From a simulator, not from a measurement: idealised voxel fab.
process module | voxel capacitor over wiring
Cross-sectional view cut (width: 225 nm; square cell size: 5 nm).
Cross-section, as written here: a square-cell grid given band by band from the top down, where a band holds one or more rows of cells. For a band, the entry starts with two heights in nm, that of the top and then that of the bottom, and carries on with the band's materials in order from left to right, each alongside its width in nm; the word "edge to edge" beside a single material means it fills the band edge to edge, and "empty" means empty space. Basically, 0 is our baseline, since under it the wafer straight out of the box is all one material. The bottom band has no lower end and keeps on going down, so it looks like "0 down". Quick explanation for "30 to 40": the width changes in equal steps down the rows of cells, from the first number in the band's top row to the second number in its bottom row. Take "no alterations made" at face value: in the step it is given for, the cross-section changed in none of its cells. The list in "Encapsulated voids" covers empty spaces of 8 cells or more that cannot reach the top through any open way, and it gives each as width x height at distance; the distance is from the left edge, and width, height and distance are in nm. It should be noted that, on the line of a given step, the content following the step's settings is a remark produced by the simulator itself with respect to that step. "overlay nm", when on a step's line for a step with a mask, measures how far to the right of its planned place the mask lay; a negative measure means to the left.

### plan
- 1: RECEIVE,material Si
- 2: CONFORMAL_DEP,material SiO2,thk nm 15
- 3: CONFORMAL_DEP,material SiN,thk nm 5
- 4: DIRECTIONAL_DEP,material SiO2,thk nm 15
- 5: DIRECTIONAL_DEP,material aC,thk nm 10
- 6: PATTERN,tone open,mask id METAL_1,material resist,width nm 20,pitch nm 90,thk nm 25,overlay nm 0
- 7: DIRECTIONAL_ETCH,etch materials aC,depth nm 10
- 8: STRIP,etch materials resist
- 9: DIRECTIONAL_ETCH,etch materials SiO2,depth nm 15
- 10: DIRECTIONAL_ETCH,etch materials SiN,depth nm 5
- 11: STRIP,etch materials aC
- 12: CONFORMAL_DEP,material TiN,thk nm 5
- 13: FILL_DEP,material Cu,thk nm 10
- 14: CMP,height nm 35
- 15: EPI,material Ru,thk nm 5
- 16: FILL_DEP,material SiCN,thk nm 5
- 17: DIRECTIONAL_DEP,material SiO2,thk nm 20
- 18: PATTERN,tone open,mask id PLUG_1,material resist,width nm 15,thk nm 15,overlay nm 0
- 19: DIRECTIONAL_ETCH,etch materials SiO2,depth nm 20
- 20: DIRECTIONAL_ETCH,etch materials SiCN,depth nm 5
- 21: STRIP,etch materials resist
- 22: EPI,material Ru,thk nm 10
- 23: EPI,material Ru,thk nm 10
- 24: EPI,material Ru,thk nm 5
- 25: DIRECTIONAL_DEP,material TiN,thk nm 10
- 26: DIRECTIONAL_DEP,material SiN,thk nm 5
- 27: DIRECTIONAL_DEP,material TiN,thk nm 5
- 28: MASKED_ETCH,tone cover,mask id UPPER_PLATE,width nm 75,etch materials TiN,depth nm 5,overlay nm 0
- 29: MASKED_ETCH,tone cover,mask id UPPER_PLATE,width nm 75,etch materials SiN,depth nm 5,overlay nm 0
- 30: PATTERN,tone cover,mask id LOWER_PLATE,material resist,width nm 85,thk nm 15,overlay nm 0
- 31: DIRECTIONAL_ETCH,etch materials TiN,depth nm 10
- 32: STRIP,etch materials resist
- 33: FILL_DEP,material SiO2,thk nm 20
- 34: CMP,height nm 100
- 35: MASKED_ETCH,tone open,mask id PLUG_2,width nm 15,etch materials SiO2,depth nm 15,overlay nm 0
- 36: CONFORMAL_DEP,material TiN,thk nm 5
- 37: FILL_DEP,material Cu,thk nm 5
- 38: CMP,height nm 100
- 39: CONFORMAL_DEP,material SiCN,thk nm 5

### The first of two wafers, run as planned

### Incoming wafer, cross-sectional view, post step 1
- 0 down = Si edge to edge
- Encapsulated voids: none

### After step 2, in cross-section
- 15 to 0 = SiO2 edge to edge
- Anything lower than 0 is untouched.

### After step 3, in cross-section
- 20 to 15 = SiN edge to edge
- Anything lower than 15 is untouched.

### After step 4, in cross-section
- 35 to 20 = SiO2 edge to edge
- Anything lower than 20 is untouched.

### After step 5, in cross-section
- 45 to 35 = aC edge to edge
- Anything lower than 35 is untouched.

### After step 6, in cross-section
- 70 to 45 = resist (55), empty (20), resist (70), empty (20), resist (60)
- Anything lower than 45 is untouched.

### After step 7, in cross-section
- 60 to 45 = resist (55), empty (20), resist (70), empty (20), resist (60)
- 45 to 35 = aC (55), empty (20), aC (70), empty (20), aC (60)
- Anything lower than 35 is untouched.

### After step 8, in cross-section
- 45 to 35 = aC (55), empty (20), aC (70), empty (20), aC (60)
- Anything lower than 35 is untouched.

### After step 9, in cross-section
- 45 to 35 = aC (55), empty (20), aC (70), empty (20), aC (60)
- 35 to 20 = SiO2 (55), empty (20), SiO2 (70), empty (20), SiO2 (60)
- Anything lower than 20 is untouched.

### After step 10, in cross-section
- 45 to 35 = aC (55), empty (20), aC (70), empty (20), aC (60)
- 35 to 20 = SiO2 (55), empty (20), SiO2 (70), empty (20), SiO2 (60)
- 20 to 15 = SiN (55), empty (20), SiN (70), empty (20), SiN (60)
- Anything lower than 15 is untouched.

### After step 11, in cross-section
- 35 to 20 = SiO2 (55), empty (20), SiO2 (70), empty (20), SiO2 (60)
- Anything lower than 20 is untouched.

### After step 12, in cross-section
- 40 to 35 = TiN (60), empty (10), TiN (80), empty (10), TiN (65)
- 35 to 20 = SiO2 (55), TiN (5), empty (10), TiN (5), SiO2 (70), TiN (5), empty (10), TiN (5), SiO2 (60)
- 20 to 15 = SiN (55), TiN (20), SiN (70), TiN (20), SiN (60)
- Anything lower than 15 is untouched.

### After step 13, in cross-section
- 50 to 40 = Cu edge to edge
- 40 to 35 = TiN (60), Cu (10), TiN (80), Cu (10), TiN (65)
- 35 to 20 = SiO2 (55), TiN (5), Cu (10), TiN (5), SiO2 (70), TiN (5), Cu (10), TiN (5), SiO2 (60)
- Anything lower than 20 is untouched.

### After step 14, in cross-section
- 35 to 20 = SiO2 (55), TiN (5), Cu (10), TiN (5), SiO2 (70), TiN (5), Cu (10), TiN (5), SiO2 (60)
- Anything lower than 20 is untouched.

### After step 15, in cross-section
- 40 to 35 = empty (50), Ru (30), empty (60), Ru (30), empty (55)
- Anything lower than 35 is untouched.

### After step 16, in cross-section
- 45 to 40 = SiCN edge to edge
- 40 to 35 = SiCN (50), Ru (30), SiCN (60), Ru (30), SiCN (55)
- Anything lower than 35 is untouched.

### After step 17, in cross-section
- 65 to 45 = SiO2 edge to edge
- Anything lower than 45 is untouched.

### After step 18, in cross-section
- 80 to 65 = resist (60), empty (15), resist (150)
- Anything lower than 65 is untouched.

### After step 19, in cross-section
- 80 to 65 = resist (60), empty (15), resist (150)
- 65 to 45 = SiO2 (60), empty (15), SiO2 (150)
- Anything lower than 45 is untouched.

### After step 20, in cross-section
- 80 to 65 = resist (60), empty (15), resist (150)
- 65 to 45 = SiO2 (60), empty (15), SiO2 (150)
- 45 to 40 = SiCN (60), empty (15), SiCN (150)
- Anything lower than 40 is untouched.

### After step 21, in cross-section
- 65 to 45 = SiO2 (60), empty (15), SiO2 (150)
- Anything lower than 45 is untouched.

### After step 22, in cross-section
- 65 to 50 = SiO2 (60), empty (15), SiO2 (150)
- 50 to 45 = SiO2 (60), Ru (15), SiO2 (150)
- 45 to 40 = SiCN (60), Ru (15), SiCN (150)
- Anything lower than 40 is untouched.

### After step 23, in cross-section
- 65 to 60 = SiO2 (60), empty (15), SiO2 (150)
- 60 to 45 = SiO2 (60), Ru (15), SiO2 (150)
- Anything lower than 45 is untouched.

### After step 24, in cross-section
- 65 to 45 = SiO2 (60), Ru (15), SiO2 (150)
- Anything lower than 45 is untouched.

### After step 25, in cross-section
- 75 to 65 = TiN edge to edge
- Anything lower than 65 is untouched.

### After step 26, in cross-section
- 80 to 75 = SiN edge to edge
- Anything lower than 75 is untouched.

### After step 27, in cross-section
- 85 to 80 = TiN edge to edge
- Anything lower than 80 is untouched.

### After step 28, in cross-section
- 85 to 80 = empty (60), TiN (75), empty (90)
- Anything lower than 80 is untouched.

### After step 29, in cross-section
- 85 to 80 = empty (60), TiN (75), empty (90)
- 80 to 75 = empty (60), SiN (75), empty (90)
- Anything lower than 75 is untouched.

### After step 30, in cross-section
- 100 to 85 = empty (55), resist (85), empty (85)
- 85 to 80 = empty (55), resist (5), TiN (75), resist (5), empty (85)
- 80 to 75 = empty (55), resist (5), SiN (75), resist (5), empty (85)
- Anything lower than 75 is untouched.

### After step 31, in cross-section
- 100 to 85 = empty (55), resist (85), empty (85)
- 85 to 80 = empty (55), resist (5), TiN (75), resist (5), empty (85)
- 80 to 75 = empty (55), resist (5), SiN (75), resist (5), empty (85)
- 75 to 65 = empty (55), TiN (85), empty (85)
- Anything lower than 65 is untouched.

### After step 32, in cross-section
- 85 to 80 = empty (60), TiN (75), empty (90)
- 80 to 75 = empty (60), SiN (75), empty (90)
- Anything lower than 75 is untouched.

### After step 33, in cross-section
- 105 to 85 = SiO2 edge to edge
- 85 to 80 = SiO2 (60), TiN (75), SiO2 (90)
- 80 to 75 = SiO2 (60), SiN (75), SiO2 (90)
- 75 to 65 = SiO2 (55), TiN (85), SiO2 (85)
- Anything lower than 65 is untouched.

### After step 34, in cross-section
- 100 to 85 = SiO2 edge to edge
- Anything lower than 85 is untouched.

### After step 35, in cross-section
- 100 to 85 = SiO2 (70), empty (15), SiO2 (140)
- Anything lower than 85 is untouched.

### After step 36, in cross-section
- 105 to 100 = TiN (75), empty (5), TiN (145)
- 100 to 90 = SiO2 (70), TiN (5), empty (5), TiN (5), SiO2 (140)
- 90 to 80 = SiO2 (70 to 60), TiN (15 to 75), SiO2 (140 to 90)
- Anything lower than 80 is untouched.

### After step 37, in cross-section
- 110 to 105 = Cu edge to edge
- 105 to 100 = TiN (75), Cu (5), TiN (145)
- 100 to 90 = SiO2 (70), TiN (5), Cu (5), TiN (5), SiO2 (140)
- Anything lower than 90 is untouched.

### After step 38, in cross-section
- 100 to 90 = SiO2 (70), TiN (5), Cu (5), TiN (5), SiO2 (140)
- Anything lower than 90 is untouched.

### After step 39, in cross-section
- 105 to 100 = SiCN edge to edge
- Anything lower than 100 is untouched.

### Companion wafer, the second of two: same beginning, same intended sequence, one mistake in carrying it out; through step 12 inclusive it tracks the first exactly

### Second wafer, cross-section, planned end of step 13
- 50 to 40 = SiO2 edge to edge
- 40 to 35 = TiN (60), SiO2 (10), TiN (80), SiO2 (10), TiN (65)
- 35 to 20 = SiO2 (55), TiN (5), SiO2 (10), TiN (5), SiO2 (70), TiN (5), SiO2 (10), TiN (5), SiO2 (60)
- Anything lower than 20 is untouched.

### Second wafer, cross-section, planned end of step 14
- 35 to 20 = SiO2 (55), TiN (5), SiO2 (10), TiN (5), SiO2 (70), TiN (5), SiO2 (10), TiN (5), SiO2 (60)
- Anything lower than 20 is untouched.

### Second wafer, cross-section, planned end of step 15
- 40 to 35 = empty (50), Ru (30), empty (60), Ru (30), empty (55)
- Anything lower than 35 is untouched.

### Second wafer, cross-section, planned end of step 16
- 45 to 40 = SiCN edge to edge
- 40 to 35 = SiCN (50), Ru (30), SiCN (60), Ru (30), SiCN (55)
- Anything lower than 35 is untouched.

### Second wafer, cross-section, planned end of step 17
- 65 to 45 = SiO2 edge to edge
- Anything lower than 45 is untouched.

### Second wafer, cross-section, planned end of step 18
- 80 to 65 = resist (60), empty (15), resist (150)
- Anything lower than 65 is untouched.

### Second wafer, cross-section, planned end of step 19
- 80 to 65 = resist (60), empty (15), resist (150)
- 65 to 45 = SiO2 (60), empty (15), SiO2 (150)
- Anything lower than 45 is untouched.

### Second wafer, cross-section, planned end of step 20
- 80 to 65 = resist (60), empty (15), resist (150)
- 65 to 45 = SiO2 (60), empty (15), SiO2 (150)
- 45 to 40 = SiCN (60), empty (15), SiCN (150)
- Anything lower than 40 is untouched.

### Second wafer, cross-section, planned end of step 21
- 65 to 45 = SiO2 (60), empty (15), SiO2 (150)
- Anything lower than 45 is untouched.

### Second wafer, cross-section, planned end of step 22
- 65 to 50 = SiO2 (60), empty (15), SiO2 (150)
- 50 to 45 = SiO2 (60), Ru (15), SiO2 (150)
- 45 to 40 = SiCN (60), Ru (15), SiCN (150)
- Anything lower than 40 is untouched.

### Second wafer, cross-section, planned end of step 23
- 65 to 60 = SiO2 (60), empty (15), SiO2 (150)
- 60 to 45 = SiO2 (60), Ru (15), SiO2 (150)
- Anything lower than 45 is untouched.

### Second wafer, cross-section, planned end of step 24
- 65 to 45 = SiO2 (60), Ru (15), SiO2 (150)
- Anything lower than 45 is untouched.

### Second wafer, cross-section, planned end of step 25
- 75 to 65 = TiN edge to edge
- Anything lower than 65 is untouched.

### Second wafer, cross-section, planned end of step 26
- 80 to 75 = SiN edge to edge
- Anything lower than 75 is untouched.

### Second wafer, cross-section, planned end of step 27
- 85 to 80 = TiN edge to edge
- Anything lower than 80 is untouched.

### Second wafer, cross-section, planned end of step 28
- 85 to 80 = empty (60), TiN (75), empty (90)
- Anything lower than 80 is untouched.

### Second wafer, cross-section, planned end of step 29
- 85 to 80 = empty (60), TiN (75), empty (90)
- 80 to 75 = empty (60), SiN (75), empty (90)
- Anything lower than 75 is untouched.

### Second wafer, cross-section, planned end of step 30
- 100 to 85 = empty (55), resist (85), empty (85)
- 85 to 80 = empty (55), resist (5), TiN (75), resist (5), empty (85)
- 80 to 75 = empty (55), resist (5), SiN (75), resist (5), empty (85)
- Anything lower than 75 is untouched.

### Second wafer, cross-section, planned end of step 31
- 100 to 85 = empty (55), resist (85), empty (85)
- 85 to 80 = empty (55), resist (5), TiN (75), resist (5), empty (85)
- 80 to 75 = empty (55), resist (5), SiN (75), resist (5), empty (85)
- 75 to 65 = empty (55), TiN (85), empty (85)
- Anything lower than 65 is untouched.

### Second wafer, cross-section, planned end of step 32
- 85 to 80 = empty (60), TiN (75), empty (90)
- 80 to 75 = empty (60), SiN (75), empty (90)
- Anything lower than 75 is untouched.

### Second wafer, cross-section, planned end of step 33
- 105 to 85 = SiO2 edge to edge
- 85 to 80 = SiO2 (60), TiN (75), SiO2 (90)
- 80 to 75 = SiO2 (60), SiN (75), SiO2 (90)
- 75 to 65 = SiO2 (55), TiN (85), SiO2 (85)
- Anything lower than 65 is untouched.

### Second wafer, cross-section, planned end of step 34
- 100 to 85 = SiO2 edge to edge
- Anything lower than 85 is untouched.

### Second wafer, cross-section, planned end of step 35
- 100 to 85 = SiO2 (70), empty (15), SiO2 (140)
- Anything lower than 85 is untouched.

### Second wafer, cross-section, planned end of step 36
- 105 to 100 = TiN (75), empty (5), TiN (145)
- 100 to 90 = SiO2 (70), TiN (5), empty (5), TiN (5), SiO2 (140)
- 90 to 80 = SiO2 (70 to 60), TiN (15 to 75), SiO2 (140 to 90)
- Anything lower than 80 is untouched.

### Second wafer, cross-section, planned end of step 37
- 110 to 105 = Cu edge to edge
- 105 to 100 = TiN (75), Cu (5), TiN (145)
- 100 to 90 = SiO2 (70), TiN (5), Cu (5), TiN (5), SiO2 (140)
- Anything lower than 90 is untouched.

### Second wafer, cross-section, planned end of step 38
- 100 to 90 = SiO2 (70), TiN (5), Cu (5), TiN (5), SiO2 (140)
- Anything lower than 90 is untouched.

### Second wafer, cross-section, planned end of step 39
- 105 to 100 = SiCN edge to edge
- Anything lower than 100 is untouched.
What was done differently from what was planned? step 13, actual vs plan mismatch, actual run FILL_DEP,material SiO2,thk nm 10
At the finish, the second wafer shows more or fewer cells for some materials than the first does: Cu: 12 fewer | SiO2: 12 more
